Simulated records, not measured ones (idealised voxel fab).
process module | voxel local oxidation
cross-section cut | 190 nm wide | cells 5 nm
A cross-section is a grid of square cells, given in bands from the top down. A band is one or more rows of cells.
Each band's line starts with the height of the band's top and of its bottom, in nm. Then come its materials from left to right, each with its width in nm. One material with "throughout" fills the band from edge to edge. "air" is empty space.
Height 0 is the level under which the wafer as received is all one material. The lowest band goes on downwards, as in "0 down".
A width such as "30 to 40" changes by the same amount from each row of cells to the next, from the band's top row to its bottom row.
"no change" after a step means that no cell of the cross-section changed.
closed voids: empty space of 8 cells or more with no open way to the top, each as width x height at its distance from the left edge, in nm
after a step's settings: what the simulator itself notes on the step
overlay nm, on a step with a mask: how far to the right of its planned place the mask lay; to the left if negative
plan
1 op RECEIVE | material Si
2 op CONFORMAL_DEP | material SiO2 | thk nm 5
3 op CONFORMAL_DEP | material SiN | thk nm 15
4 op MASKED_ETCH | tone cover | mask id ACTIVE | width nm 105 | etch materials SiN | depth nm 15 | overlay nm 0
5 op SELECTIVE_ETCH | etch materials SiO2 | depth nm 5
6 op OXIDIZE | depth nm 10
7 op STRIP | etch materials SiN
as received, after step 1
  0 down: Si throughout
  closed voids: none
first wafer at the end, as planned
  5 to 0: air 45 | SiO2 95 | air 50
  0 to -10: SiO2 55 | Si 75 | SiO2 60
  -10 down: Si throughout
  closed voids: none
second wafer at the end: like start, like plan, one mistake
  20 to 5: air 40 | SiN 105 | air 45
  5 to 0: air 45 | SiO2 95 | air 50
  0 to -10: SiO2 55 | Si 75 | SiO2 60
  -10 down: Si throughout
  closed voids: none
what went wrong: step 7 was left out
at the end the second wafer has, in cells: 63 more of SiN
